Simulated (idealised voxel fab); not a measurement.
Name of the process module below: voxel wiring stack
Each square cell in cross-section cut measures 5 nm, and the section as a whole is 280 nm wide.
Reading order for cross-sections: top band down to bottom band. Underlying form: a grid of square cells. Band size: one or more rows of cells. Heads up on the band format: heights come first, top then bottom, in nm. After that it's the materials left to right, each with its width in nm. A single material flagged "throughout" fills the whole band edge to edge, and "air" means there's empty space there. Where do heights start? At 0: under that level the wafer as delivered is made of one material only. And the lowest band has no floor; it just carries on downward, as in "0 and below". A width such as "30 to 40" changes by the same amount from each row of cells to the next, from the band's top row to its bottom row. Where the words "no modification" appear for a step, the cross-section shows no cell changed by that step; every cell remained as before. "Enclosed void list" - sealed voids, min. 8 cells, no opening to top; format: width x height at distance (distance from left edge; nm throughout). The remark found on a step's line after its settings is issued by the simulator itself and pertains to that step. Steps that use a mask can have "overlay nm" on their line. It says how far the mask sat to the right of where it was meant to be. Negative means to the left.

Listed below are the process steps as planned
1 RECEIVE with material Si
2 CONFORMAL_DEP with material SiO2, thk nm 15
3 DIRECTIONAL_DEP with material TiN, thk nm 5
4 DIRECTIONAL_DEP with material Ru, thk nm 25
5 MASKED_ETCH with tone cover, mask id METAL_1, width nm 20, pitch nm 50, etch materials Ru, depth nm 25, overlay nm 0
6 MASKED_ETCH with tone cover, mask id METAL_1, width nm 20, pitch nm 50, etch materials TiN, depth nm 5, overlay nm 0
7 CONFORMAL_DEP with material SiCN, thk nm 5
8 FILL_DEP with material SiO2, thk nm 5
9 CMP with height nm 45
10 CONFORMAL_DEP with material SiCN, thk nm 5
11 DIRECTIONAL_DEP with material lowk, thk nm 20
12 PATTERN with tone open, mask id PLUG_1, material resist, width nm 15, pitch nm 100, thk nm 15, overlay nm 0
13 DIRECTIONAL_ETCH with etch materials lowk, depth nm 20
14 DIRECTIONAL_ETCH with etch materials SiCN, depth nm 5
15 STRIP with etch materials resist
16 CONFORMAL_DEP with material TiN, thk nm 5
17 FILL_DEP with material W, thk nm 5
18 CMP with height nm 70
19 DIRECTIONAL_DEP with material TiN, thk nm 5
20 DIRECTIONAL_DEP with material Ru, thk nm 20
21 DIRECTIONAL_DEP with material aC, thk nm 10
22 PATTERN with tone cover, mask id METAL_2, material resist, width nm 20, pitch nm 50, thk nm 30, overlay nm 0
23 DIRECTIONAL_ETCH with etch materials aC, depth nm 10
24 STRIP with etch materials resist
25 DIRECTIONAL_ETCH with etch materials Ru, depth nm 20
26 DIRECTIONAL_ETCH with etch materials TiN, depth nm 5
27 STRIP with etch materials aC
28 CONFORMAL_DEP with material SiN, thk nm 5
29 FILL_DEP with material lowk, thk nm 5
30 CMP with height nm 95
31 CONFORMAL_DEP with material SiCN, thk nm 5
32 DIRECTIONAL_DEP with material lowk, thk nm 25
33 MASKED_ETCH with tone open, mask id METAL_3_HOLES, width nm 15, pitch nm 100, etch materials lowk, depth nm 25, overlay nm 0
34 PATTERN with tone open, mask id METAL_3, material resist, width nm 20, pitch nm 50, thk nm 20, overlay nm 0
35 DIRECTIONAL_ETCH with etch materials lowk, depth nm 15
36 DIRECTIONAL_ETCH with etch materials SiCN, depth nm 5
37 STRIP with etch materials resist
38 CONFORMAL_DEP with material TiN, thk nm 5
39 FILL_DEP with material Cu, thk nm 5
40 CMP with height nm 125
41 CONFORMAL_DEP with material SiN, thk nm 5

As-received wafer cross-section (after step 1)
    0 and below = Si throughout
    Enclosed void list: none

End-of-module cross-section of the first of two wafers, processed as planned
    130 down to 125 = SiN throughout
    125 down to 115 = 80 nm lowk, 5 nm TiN, 10 nm Cu, 5 nm TiN, 30 nm lowk, 5 nm TiN, 10 nm Cu, 5 nm TiN, 30 nm lowk, 5 nm TiN, 10 nm Cu, 5 nm TiN, 80 nm lowk
    115 down to 110 = 80 nm lowk, 5 nm TiN, 5 nm Cu, 10 nm TiN, 30 nm lowk, 20 nm TiN, 30 nm lowk, 5 nm TiN, 5 nm Cu, 10 nm TiN, 80 nm lowk
    110 down to 100 = 80 nm lowk, 5 nm TiN, 5 nm Cu, 5 nm TiN, 85 nm lowk, 5 nm TiN, 5 nm Cu, 5 nm TiN, 85 nm lowk
    100 down to 95 = 80 nm SiCN, 15 nm TiN, 85 nm SiCN, 15 nm TiN, 85 nm SiCN
    95 down to 75 = 75 nm lowk, 5 nm SiN, 20 nm Ru, 5 nm SiN, 20 nm lowk, 5 nm SiN, 20 nm Ru, 5 nm SiN, 20 nm lowk, 5 nm SiN, 20 nm Ru, 5 nm SiN, 75 nm lowk
    75 down to 70 = 80 nm SiN, 20 nm TiN, 30 nm SiN, 20 nm TiN, 30 nm SiN, 20 nm TiN, 80 nm SiN
    70 down to 50 = 80 nm lowk, 5 nm TiN, 5 nm W, 5 nm TiN, 85 nm lowk, 5 nm TiN, 5 nm W, 5 nm TiN, 85 nm lowk
    50 down to 45 = 80 nm SiCN, 15 nm TiN, 85 nm SiCN, 15 nm TiN, 85 nm SiCN
    45 down to 20 = 75 nm SiO2, 5 nm SiCN, 20 nm Ru, 5 nm SiCN, 20 nm SiO2, 5 nm SiCN, 20 nm Ru, 5 nm SiCN, 20 nm SiO2, 5 nm SiCN, 20 nm Ru, 5 nm SiCN, 75 nm SiO2
    20 down to 15 = 80 nm SiCN, 20 nm TiN, 30 nm SiCN, 20 nm TiN, 30 nm SiCN, 20 nm TiN, 80 nm SiCN
    15 down to 0 = SiO2 throughout
    0 and below = Si throughout
    Enclosed void list: none

Cross-section at end of module for the second wafer of two, which matched the first in starting point and plan and differed by one mistake in its processing
    130 down to 125 = SiN throughout
    125 down to 115 = 80 nm lowk, 5 nm TiN, 10 nm Cu, 5 nm TiN, 30 nm lowk, 5 nm TiN, 10 nm Cu, 5 nm TiN, 30 nm lowk, 5 nm TiN, 10 nm Cu, 5 nm TiN, 80 nm lowk
    115 down to 110 = 80 nm lowk, 5 nm TiN, 5 nm Cu, 10 nm TiN, 30 nm lowk, 20 nm TiN, 30 nm lowk, 5 nm TiN, 5 nm Cu, 10 nm TiN, 80 nm lowk
    110 down to 100 = 80 nm lowk, 5 nm TiN, 5 nm Cu, 5 nm TiN, 85 nm lowk, 5 nm TiN, 5 nm Cu, 5 nm TiN, 85 nm lowk
    100 down to 95 = 80 nm SiCN, 15 nm TiN, 85 nm SiCN, 15 nm TiN, 85 nm SiCN
    95 down to 75 = 75 nm lowk, 5 nm SiN, 20 nm Ru, 5 nm SiN, 20 nm lowk, 5 nm SiN, 20 nm Ru, 5 nm SiN, 20 nm lowk, 5 nm SiN, 20 nm Ru, 5 nm SiN, 75 nm lowk
    75 down to 70 = 80 nm SiN, 20 nm TiN, 30 nm SiN, 20 nm TiN, 30 nm SiN, 20 nm TiN, 80 nm SiN
    70 down to 50 = 80 nm lowk, 5 nm TiN, 5 nm W, 5 nm TiN, 85 nm lowk, 5 nm TiN, 5 nm W, 5 nm TiN, 85 nm lowk
    50 down to 45 = 80 nm SiCN, 15 nm TiN, 85 nm SiCN, 15 nm TiN, 85 nm SiCN
    45 down to 25 = 75 nm SiO2, 5 nm SiCN, 20 nm Ru, 5 nm SiCN, 20 nm SiO2, 5 nm SiCN, 20 nm Ru, 5 nm SiCN, 20 nm SiO2, 5 nm SiCN, 20 nm Ru, 5 nm SiCN, 75 nm SiO2
    25 down to 20 = 80 nm SiCN, 20 nm Ru, 30 nm SiCN, 20 nm Ru, 30 nm SiCN, 20 nm Ru, 80 nm SiCN
    20 down to 5 = SiO2 throughout
    5 down to 0 = TiN throughout
    0 and below = Si throughout
    Enclosed void list: none
Where did the run depart from the plan? plan vs actual: 2 and 3 interchanged
Looking at both finished wafers in cells, the second ends up ahead of or behind the first on some materials: 6 fewer of SiCN; 38 fewer of SiO2; 44 more of TiN
